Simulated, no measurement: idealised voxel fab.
Documented hereafter: the process module known as voxel gate over fins.
In the cross-section labelled cut, the width is 255 nm and each square cell is 5 nm.
A cross-section in this document is a grid of square cells, and it is written down as bands, the top band listed before the ones below it; a band is made up of one or more rows of cells.
Quick guide to a band line: top height, bottom height (nm) up front; then every material left to right with its width in nm. Only one material and it's marked "all across"? Then it fills the band edge to edge. And "air" just means empty space.
All heights in this document are referenced to 0, defined as the level beneath which the wafer, as received, consists entirely of one material. The lowest band is not bounded below; it extends indefinitely downward and is written in the form "0 -> down".
The notation "30..40" denotes a width that varies across the rows of cells in the band, beginning at the first number in the top row, finishing at the second number in the bottom row, and changing by an identical amount from each row to the next.
Key: "changes: none" - step with no changed cell in the cross-section.
The entry titled "Sealed-off cavities" provides the empty spaces that have no open way to the top, restricted to those of 8 cells or more. Each is presented as width x height at distance, the distance being measured from the left edge, with all three in nm.
If you see something after the settings on a step's line, that's the simulator's own remark about that step.
overlay nm: mask right of planned place by this much (step with mask). Neg. = left.
**Here's what the planned process steps look like**
- 1: RECEIVE: material Si
- 2: CONFORMAL_DEP: material SiN, thk nm 5
- 3: DIRECTIONAL_DEP: material aC, thk nm 15
- 4: PATTERN: tone cover, mask id FINS, material resist, width nm 15, pitch nm 50, thk nm 30, overlay nm 0
- 5: DIRECTIONAL_ETCH: etch materials aC, depth nm 15
- 6: STRIP: etch materials resist
- 7: DIRECTIONAL_ETCH: etch materials SiN, depth nm 5
- 8: DIRECTIONAL_ETCH: etch materials Si, depth nm 40
- 9: STRIP: etch materials aC
- 10: OXIDIZE: depth nm 5
- 11: FILL_DEP: material SiO2, thk nm 15
- 12: CMP: height nm 5
- 13: PATTERN: tone open, mask id RAIL, material resist, width nm 15, thk nm 15, overlay nm 0
- 14: DIRECTIONAL_ETCH: etch materials SiO2, depth nm 40
- 15: STRIP: etch materials resist
- 16: CONFORMAL_DEP: material TiN, thk nm 5
- 17: FILL_DEP: material Ru, thk nm 10
- 18: CMP: height nm 5
- 19: SELECTIVE_ETCH: etch materials W Ru TiN, depth nm 25
- 20: FILL_DEP: material SiO2, thk nm 5
- 21: CMP: height nm 5
- 22: SELECTIVE_ETCH: etch materials SiO2, depth nm 15
- 23: STRIP: etch materials SiN
- 24: CONFORMAL_DEP: material HfO2, thk nm 5
- 25: CONFORMAL_DEP: material TiN, thk nm 5
- 26: CONFORMAL_DEP: material TiAl, thk nm 5
- 27: CONFORMAL_DEP: material TiN, thk nm 5
- 28: FILL_DEP: material W, thk nm 10
- 29: CMP: height nm 25
- 30: CONFORMAL_DEP: material SiN, thk nm 5
Wafers differ in thk nm at step 25; plan lists the first wafer's value; identical starting state.
**The first of several wafers in cross-section, exactly as it reached us after step 1**
- 0 -> down | Si all across
- Sealed-off cavities: none
**Wafer cross-section (first of several) - module end, post step 30 (last step)**
- 30 -> 25 | SiN all across
- 25 -> 20 | W all across
- 20 -> 15 | 55 nm W; 45 nm TiN; 5 nm W; 45 nm TiN; 5 nm W; 45 nm TiN; 55 nm W
- 15 -> 10 | 55 nm W; 5 nm TiN; 35 nm TiAl; 5 nm TiN; 5 nm W; 5 nm TiN; 35 nm TiAl; 5 nm TiN; 5 nm W; 5 nm TiN; 35 nm TiAl; 5 nm TiN; 55 nm W
- 10 -> 5 | 60 nm TiN; 5 nm TiAl; 25 nm TiN; 5 nm TiAl; 15 nm TiN; 5 nm TiAl; 25 nm TiN; 5 nm TiAl; 15 nm TiN; 5 nm TiAl; 25 nm TiN; 5 nm TiAl; 60 nm TiN
- 5 -> 0 | 65 nm TiAl; 5 nm TiN; 15 nm HfO2; 5 nm TiN; 25 nm TiAl; 5 nm TiN; 15 nm HfO2; 5 nm TiN; 25 nm TiAl; 5 nm TiN; 15 nm HfO2; 5 nm TiN; 65 nm TiAl
- 0 -> -5 | 70 nm TiN; 5 nm HfO2; 5 nm Si; 5 nm HfO2; 35 nm TiN; 5 nm HfO2; 5 nm Si; 5 nm HfO2; 35 nm TiN; 5 nm HfO2; 5 nm Si; 5 nm HfO2; 70 nm TiN
- -5 -> -10 | 75 nm HfO2; 5 nm Si; 45 nm HfO2; 5 nm Si; 45 nm HfO2; 5 nm Si; 75 nm HfO2
- -10 -> -20 | 75 nm SiO2; 5 nm Si; 45 nm SiO2; 5 nm Si; 45 nm SiO2; 5 nm Si; 75 nm SiO2
- -20 -> -30 | 75 nm SiO2; 5 nm Si; 15 nm SiO2; 5 nm TiN; 5 nm Ru; 5 nm TiN; 15 nm SiO2; 5 nm Si; 45 nm SiO2; 5 nm Si; 75 nm SiO2
- -30 -> -35 | 75 nm SiO2; 5 nm Si; 15 nm SiO2; 15 nm TiN; 15 nm SiO2; 5 nm Si; 45 nm SiO2; 5 nm Si; 75 nm SiO2
- -35 -> -45 | 75 nm SiO2; 5 nm Si; 45 nm SiO2; 5 nm Si; 45 nm SiO2; 5 nm Si; 75 nm SiO2
- -45 -> down | Si all across
- Sealed-off cavities: none
**Last wafer x-sec, end of module**
- 30 -> 25 | SiN all across
- 25 -> 20 | 45 nm TiN; 5 nm TiAl; 155 nm TiN; 5 nm TiAl; 45 nm TiN
- 20 -> 15 | 50 nm TiAl; 155 nm TiN; 50 nm TiAl
- 15 -> 5 | TiN all across
- 5 -> 0 | 70 nm TiN; 15 nm HfO2; 35 nm TiN; 15 nm HfO2; 35 nm TiN; 15 nm HfO2; 70 nm TiN
- 0 -> -5 | 70 nm TiN; 5 nm HfO2; 5 nm Si; 5 nm HfO2; 35 nm TiN; 5 nm HfO2; 5 nm Si; 5 nm HfO2; 35 nm TiN; 5 nm HfO2; 5 nm Si; 5 nm HfO2; 70 nm TiN
- -5 -> -10 | 75 nm HfO2; 5 nm Si; 45 nm HfO2; 5 nm Si; 45 nm HfO2; 5 nm Si; 75 nm HfO2
- -10 -> -20 | 75 nm SiO2; 5 nm Si; 45 nm SiO2; 5 nm Si; 45 nm SiO2; 5 nm Si; 75 nm SiO2
- -20 -> -30 | 75 nm SiO2; 5 nm Si; 15 nm SiO2; 5 nm TiN; 5 nm Ru; 5 nm TiN; 15 nm SiO2; 5 nm Si; 45 nm SiO2; 5 nm Si; 75 nm SiO2
- -30 -> -35 | 75 nm SiO2; 5 nm Si; 15 nm SiO2; 15 nm TiN; 15 nm SiO2; 5 nm Si; 45 nm SiO2; 5 nm Si; 75 nm SiO2
- -35 -> -45 | 75 nm SiO2; 5 nm Si; 45 nm SiO2; 5 nm Si; 45 nm SiO2; 5 nm Si; 75 nm SiO2
- -45 -> down | Si all across
- Sealed-off cavities: none
**Basically each wafer gets a line in the table, showing it at the end of the module: material by material, the cells it gained (+) or lost (-) since we got it, then its closed voids**
thk nm 5, +63 HfO2, +2 Ru, -432 Si, +51 SiN, +327 SiO2, +63 TiAl, +133 TiN, +99 W, Sealed-off cavities: none
thk nm 10, +63 HfO2, +2 Ru, -432 Si, +51 SiN, +327 SiO2, +63 TiAl, +192 TiN, +40 W, Sealed-off cavities: none
thk nm 15, +63 HfO2, +2 Ru, -432 Si, +51 SiN, +327 SiO2, +59 TiAl, +218 TiN, +18 W, Sealed-off cavities: none
thk nm 20, +63 HfO2, +2 Ru, -432 Si, +51 SiN, +327 SiO2, +22 TiAl, +273 TiN, Sealed-off cavities: none
